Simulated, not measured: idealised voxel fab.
The following is a process module called voxel capacitor over wiring.
The figure presents cross-section cut, which has a width of 300 nm and is divided into square cells with an edge length of 5 nm.
A cross-section is written here as square cells arranged in a grid, and it is given in bands from the top down, each band taking up one or more rows of cells.
Look at the band entry: it leads with the top's height and the bottom's height in nm. Then it lists the materials left to right, with a width in nm for each. The word "throughout" on a single material says that material fills the band edge to edge. The word "empty" is empty space.
Height is counted from the level 0, under which the received wafer is composed throughout of one material. The lowest of the bands is not closed at the bottom but continues downward, in the notation "0 nm and below".
When a width is written as two numbers, as in "30->40", the first number is the width in the top row of cells of the band and the second is the width in its bottom row, and the width changes by the same amount from each row to the next.
"identical to before" -> step changed no cross-section cell.
"Unvented voids": sealed empty spaces, 8 cells or more, no open way to top, listed width x height at distance, with distance from the left edge and width, height and distance in nm.
That trailing text on a step's line, after the settings, is the simulator's own remark on the step.
For masked steps, "overlay nm" on the step line gives how far right of plan the mask actually lay; a minus sign means it lay to the left.

Steps planned for the process
1 RECEIVE | material Si
2 CONFORMAL_DEP | material SiO2 | thk nm 15
3 DIRECTIONAL_DEP | material TiN | thk nm 5
4 DIRECTIONAL_DEP | material Ru | thk nm 15
5 DIRECTIONAL_DEP | material aC | thk nm 10
6 PATTERN | tone cover | mask id METAL_1 | material resist | width nm 25 | pitch nm 80 | thk nm 25 | overlay nm 0
7 DIRECTIONAL_ETCH | etch materials aC | depth nm 10
8 STRIP | etch materials resist
9 DIRECTIONAL_ETCH | etch materials Ru | depth nm 15
10 DIRECTIONAL_ETCH | etch materials TiN | depth nm 5
11 STRIP | etch materials aC
12 FILL_DEP | material SiO2 | thk nm 10
13 CMP | height nm 35
14 CONFORMAL_DEP | material SiCN | thk nm 5
15 DIRECTIONAL_DEP | material SiO2 | thk nm 20
16 MASKED_ETCH | tone open | mask id PLUG_1 | width nm 15 | etch materials SiO2 | depth nm 20 | overlay nm 0
17 MASKED_ETCH | tone open | mask id PLUG_1 | width nm 15 | etch materials SiCN | depth nm 5 | overlay nm 0
18 CONFORMAL_DEP | material TiN | thk nm 5
19 FILL_DEP | material Ru | thk nm 5
20 CMP | height nm 60
21 DIRECTIONAL_DEP | material TiN | thk nm 10
22 DIRECTIONAL_DEP | material Al2O3 | thk nm 5
23 DIRECTIONAL_DEP | material TiN | thk nm 5
24 MASKED_ETCH | tone cover | mask id UPPER_PLATE | width nm 60 | etch materials TiN | depth nm 5 | overlay nm 0
25 MASKED_ETCH | tone cover | mask id UPPER_PLATE | width nm 60 | etch materials Al2O3 | depth nm 5 | overlay nm 0
26 MASKED_ETCH | tone cover | mask id LOWER_PLATE | width nm 70 | etch materials TiN | depth nm 10 | overlay nm 0
27 FILL_DEP | material SiO2 | thk nm 15
28 CMP | height nm 90
29 DIRECTIONAL_DEP | material aC | thk nm 15
30 PATTERN | tone open | mask id PLUG_2 | material resist | width nm 15 | thk nm 35 | overlay nm 0
31 DIRECTIONAL_ETCH | etch materials aC | depth nm 15
32 STRIP | etch materials resist
33 DIRECTIONAL_ETCH | etch materials SiO2 | depth nm 10
34 STRIP | etch materials aC
35 CONFORMAL_DEP | material TiN | thk nm 5
36 FILL_DEP | material Ru | thk nm 5
37 CMP | height nm 90
38 CONFORMAL_DEP | material SiN | thk nm 5

Delivered wafer in cross-section: state after step 1
- 0 nm and below = Si throughout
- Unvented voids: none

As-planned run: cross-section of the first of two wafers at end of module
- 95 nm to 90 nm = SiN throughout
- 90 nm to 85 nm = 115 of SiO2 | 5 of TiN | 5 of Ru | 5 of TiN | 170 of SiO2
- 85 nm to 75 nm = 115->105 of SiO2 | 15->60 of TiN | 170->135 of SiO2
- 75 nm to 70 nm = 105 of SiO2 | 60 of Al2O3 | 135 of SiO2
- 70 nm to 60 nm = 100 of SiO2 | 70 of TiN | 130 of SiO2
- 60 nm to 40 nm = 105 of SiO2 | 5 of TiN | 5 of Ru | 5 of TiN | 180 of SiO2
- 40 nm to 35 nm = 105 of SiCN | 15 of TiN | 180 of SiCN
- 35 nm to 20 nm = 95 of SiO2 | 25 of Ru | 55 of SiO2 | 25 of Ru | 100 of SiO2
- 20 nm to 15 nm = 95 of SiO2 | 25 of TiN | 55 of SiO2 | 25 of TiN | 100 of SiO2
- 15 nm to 0 nm = SiO2 throughout
- 0 nm and below = Si throughout
- Unvented voids: none

Module end: cross-section of wafer two of two. Same start and process plan as the first wafer. One mistake during execution
- 95 nm to 90 nm = SiN throughout
- 90 nm to 85 nm = 115 of SiO2 | 5 of TiN | 5 of Ru | 5 of TiN | 170 of SiO2
- 85 nm to 75 nm = 115->105 of SiO2 | 15->60 of TiN | 170->135 of SiO2
- 75 nm to 70 nm = 105 of SiO2 | 60 of Al2O3 | 135 of SiO2
- 70 nm to 60 nm = 100 of SiO2 | 70 of TiN | 130 of SiO2
- 60 nm to 40 nm = 105 of SiO2 | 5 of TiN | 5 of Ru | 5 of TiN | 180 of SiO2
- 40 nm to 35 nm = 105 of SiCN | 15 of TiN | 180 of SiCN
- 35 nm to 30 nm = SiO2 throughout
- 30 nm to 15 nm = 95 of SiO2 | 25 of Ru | 55 of SiO2 | 25 of Ru | 100 of SiO2
- 15 nm to 0 nm = SiO2 throughout
- 0 nm and below = Si throughout
- Unvented voids: none
Deviation noted in wafer processing: step 3 of the plan was bypassed and not carried out
Wafer comparison, final, in cells, second relative to first, materials more or fewer: SiO2: 10 more | TiN: 10 fewer
